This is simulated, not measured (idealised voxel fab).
Process module under the name voxel self aligned vias
Section shown: cut. Width: 175 nm. Cell size: 5 nm, square.
In this document a cross-section is written as a grid of square cells. It is given as a series of bands, listed from the top down, and a band is one or more rows of cells.
Heads up on the band format: heights come first, top then bottom, in nm. After that it's the materials left to right, each with its width in nm. A single material flagged "everywhere" fills the whole band edge to edge, and "empty" means there's empty space there.
Zero point of the height axis is 0; under it, received wafer = one material. Lowest band: continues down indefinitely, "0 -> down".
The expression "30 to 40" gives the width at the extremes of the band, the first number at its top row of cells and the second at its bottom row, with the width changing by equal amounts from each row to the next in between.
"left unchanged" after a step means that no cell of the cross-section changed.
Enclosed voids (no open way to top), threshold 8 cells or more, entry "Closed cavities", notation width x height at distance, distance from left edge, nm.
Text after the settings on a step's line: the simulator's own remark on that step.
For masked steps, "overlay nm" on the step line gives how far right of plan the mask actually lay; a minus sign means it lay to the left.
List of planned process steps:
| 1 | RECEIVE with material Si |
| 2 | CONFORMAL_DEP with material SiO2, thk nm 15 |
| 3 | CONFORMAL_DEP with material SiCN, thk nm 5 |
| 4 | DIRECTIONAL_DEP with material lowk, thk nm 20 |
| 5 | MASKED_ETCH with tone open, mask id LINES, width nm 30, pitch nm 70, etch materials lowk, depth nm 20, overlay nm 0 |
| 6 | CONFORMAL_DEP with material TiN, thk nm 5 |
| 7 | FILL_DEP with material Ru, thk nm 10 |
| 8 | CMP with height nm 40 |
| 9 | SELECTIVE_ETCH with etch materials W Ru TiN, depth nm 5 |
| 10 | FILL_DEP with material SiN, thk nm 10 |
| 11 | CMP with height nm 40 |
| 12 | DIRECTIONAL_DEP with material lowk, thk nm 20 |
| 13 | DIRECTIONAL_DEP with material aC, thk nm 15 |
| 14 | PATTERN with tone open, mask id VIAS, material resist, width nm 40, pitch nm 70, thk nm 30, overlay nm 0 |
| 15 | DIRECTIONAL_ETCH with etch materials aC, depth nm 15 |
| 16 | STRIP with etch materials resist |
| 17 | DIRECTIONAL_ETCH with etch materials lowk, depth nm 20 |
| 18 | DIRECTIONAL_ETCH with etch materials SiN, depth nm 5 |
| 19 | STRIP with etch materials aC |
| 20 | CONFORMAL_DEP with material TiN, thk nm 5 |
| 21 | FILL_DEP with material Ru, thk nm 10 |
| 22 | CMP with height nm 60 |
| 23 | CONFORMAL_DEP with material SiCN, thk nm 5 |
Of two wafers, the first: run according to plan:
Cross-section of the wafer at receipt, which is the condition after step 1:
> 0 -> down = Si everywhere
> Closed cavities: none
Presented here is a cross-section of the wafer after step 2 has been performed:
> 15 -> 0 = SiO2 everywhere
> Below 0, no change.
Presented here is a cross-section of the wafer after step 3 has been performed:
> 20 -> 15 = SiCN everywhere
> Below 15, no change.
Presented here is a cross-section of the wafer after step 4 has been performed:
> 40 -> 20 = lowk everywhere
> Below 20, no change.
Presented here is a cross-section of the wafer after step 5 has been performed:
> 40 -> 20 = 35 of lowk  30 of empty  40 of lowk  30 of empty  40 of lowk
> Below 20, no change.
Presented here is a cross-section of the wafer after step 6 has been performed:
> 45 -> 40 = 40 of TiN  20 of empty  50 of TiN  20 of empty  45 of TiN
> 40 -> 25 = 35 of lowk  5 of TiN  20 of empty  5 of TiN  40 of lowk  5 of TiN  20 of empty  5 of TiN  40 of lowk
> 25 -> 20 = 35 of lowk  30 of TiN  40 of lowk  30 of TiN  40 of lowk
> Below 20, no change.
Presented here is a cross-section of the wafer after step 7 has been performed:
> 55 -> 45 = Ru everywhere
> 45 -> 40 = 40 of TiN  20 of Ru  50 of TiN  20 of Ru  45 of TiN
> 40 -> 25 = 35 of lowk  5 of TiN  20 of Ru  5 of TiN  40 of lowk  5 of TiN  20 of Ru  5 of TiN  40 of lowk
> Below 25, no change.
Presented here is a cross-section of the wafer after step 8 has been performed:
> 40 -> 25 = 35 of lowk  5 of TiN  20 of Ru  5 of TiN  40 of lowk  5 of TiN  20 of Ru  5 of TiN  40 of lowk
> Below 25, no change.
Presented here is a cross-section of the wafer after step 9 has been performed:
> 40 -> 35 = 35 of lowk  30 of empty  40 of lowk  30 of empty  40 of lowk
> Below 35, no change.
Presented here is a cross-section of the wafer after step 10 has been performed:
> 50 -> 40 = SiN everywhere
> 40 -> 35 = 35 of lowk  30 of SiN  40 of lowk  30 of SiN  40 of lowk
> Below 35, no change.
Presented here is a cross-section of the wafer after step 11 has been performed:
> 40 -> 35 = 35 of lowk  30 of SiN  40 of lowk  30 of SiN  40 of lowk
> Below 35, no change.
Presented here is a cross-section of the wafer after step 12 has been performed:
> 60 -> 40 = lowk everywhere
> Below 40, no change.
Presented here is a cross-section of the wafer after step 13 has been performed:
> 75 -> 60 = aC everywhere
> Below 60, no change.
Presented here is a cross-section of the wafer after step 14 has been performed:
> 105 -> 75 = 30 of resist  40 of empty  30 of resist  40 of empty  35 of resist
> Below 75, no change.
Presented here is a cross-section of the wafer after step 15 has been performed:
> 90 -> 75 = 30 of resist  40 of empty  30 of resist  40 of empty  35 of resist
> 75 -> 60 = 30 of aC  40 of empty  30 of aC  40 of empty  35 of aC
> Below 60, no change.
Presented here is a cross-section of the wafer after step 16 has been performed:
> 75 -> 60 = 30 of aC  40 of empty  30 of aC  40 of empty  35 of aC
> Below 60, no change.
Presented here is a cross-section of the wafer after step 17 has been performed:
> 75 -> 60 = 30 of aC  40 of empty  30 of aC  40 of empty  35 of aC
> 60 -> 40 = 30 of lowk  40 of empty  30 of lowk  40 of empty  35 of lowk
> Below 40, no change.
Presented here is a cross-section of the wafer after step 18 has been performed:
> 75 -> 60 = 30 of aC  40 of empty  30 of aC  40 of empty  35 of aC
> 60 -> 40 = 30 of lowk  40 of empty  30 of lowk  40 of empty  35 of lowk
> 40 -> 35 = 35 of lowk  30 of empty  40 of lowk  30 of empty  40 of lowk
> Below 35, no change.
Presented here is a cross-section of the wafer after step 19 has been performed:
> 60 -> 40 = 30 of lowk  40 of empty  30 of lowk  40 of empty  35 of lowk
> Below 40, no change.
Presented here is a cross-section of the wafer after step 20 has been performed:
> 65 -> 60 = 35 of TiN  30 of empty  40 of TiN  30 of empty  40 of TiN
> 60 -> 45 = 30 of lowk  5 of TiN  30 of empty  5 of TiN  30 of lowk  5 of TiN  30 of empty  5 of TiN  35 of lowk
> 45 -> 40 = 30 of lowk  10 of TiN  20 of empty  10 of TiN  30 of lowk  10 of TiN  20 of empty  10 of TiN  35 of lowk
> 40 -> 35 = 35 of lowk  30 of TiN  40 of lowk  30 of TiN  40 of lowk
> Below 35, no change.
Presented here is a cross-section of the wafer after step 21 has been performed:
> 75 -> 65 = Ru everywhere
> 65 -> 60 = 35 of TiN  30 of Ru  40 of TiN  30 of Ru  40 of TiN
> 60 -> 45 = 30 of lowk  5 of TiN  30 of Ru  5 of TiN  30 of lowk  5 of TiN  30 of Ru  5 of TiN  35 of lowk
> 45 -> 40 = 30 of lowk  10 of TiN  20 of Ru  10 of TiN  30 of lowk  10 of TiN  20 of Ru  10 of TiN  35 of lowk
> Below 40, no change.
Presented here is a cross-section of the wafer after step 22 has been performed:
> 60 -> 45 = 30 of lowk  5 of TiN  30 of Ru  5 of TiN  30 of lowk  5 of TiN  30 of Ru  5 of TiN  35 of lowk
> Below 45, no change.
Presented here is a cross-section of the wafer after step 23 has been performed:
> 65 -> 60 = SiCN everywhere
> Below 60, no change.
Wafer two. Identical start, identical plan. One mistake in execution. Identical history through step 11:
Cross-section of the second wafer corresponding to the planned conclusion of step 12:
> 60 -> 40 = TiN everywhere
> Below 40, no change.
Cross-section of the second wafer corresponding to the planned conclusion of step 13:
> 75 -> 60 = aC everywhere
> Below 60, no change.
Cross-section of the second wafer corresponding to the planned conclusion of step 14:
> 105 -> 75 = 30 of resist  40 of empty  30 of resist  40 of empty  35 of resist
> Below 75, no change.
Cross-section of the second wafer corresponding to the planned conclusion of step 15:
> 90 -> 75 = 30 of resist  40 of empty  30 of resist  40 of empty  35 of resist
> 75 -> 60 = 30 of aC  40 of empty  30 of aC  40 of empty  35 of aC
> Below 60, no change.
Cross-section of the second wafer corresponding to the planned conclusion of step 16:
> 75 -> 60 = 30 of aC  40 of empty  30 of aC  40 of empty  35 of aC
> Below 60, no change.
Cross-section of the second wafer corresponding to the planned conclusion of step 17: left unchanged
Cross-section of the second wafer corresponding to the planned conclusion of step 18: left unchanged
Cross-section of the second wafer corresponding to the planned conclusion of step 19:
> 60 -> 40 = TiN everywhere
> Below 40, no change.
Cross-section of the second wafer corresponding to the planned conclusion of step 20:
> 65 -> 40 = TiN everywhere
> Below 40, no change.
Cross-section of the second wafer corresponding to the planned conclusion of step 21:
> 75 -> 65 = Ru everywhere
> Below 65, no change.
Cross-section of the second wafer corresponding to the planned conclusion of step 22:
> 60 -> 40 = TiN everywhere
> Below 40, no change.
Cross-section of the second wafer corresponding to the planned conclusion of step 23:
> 65 -> 60 = SiCN everywhere
> Below 60, no change.
Where did the run depart from the plan? it should be noted that step 12 was executed with settings other than those planned, the operation and settings actually applied being DIRECTIONAL_DEP with material TiN, thk nm 20
The final cell counts differ between the wafers, with the second having more or fewer of some materials than the first: 44 fewer of Ru, 12 more of SiN, 108 more of TiN, 76 fewer of lowk
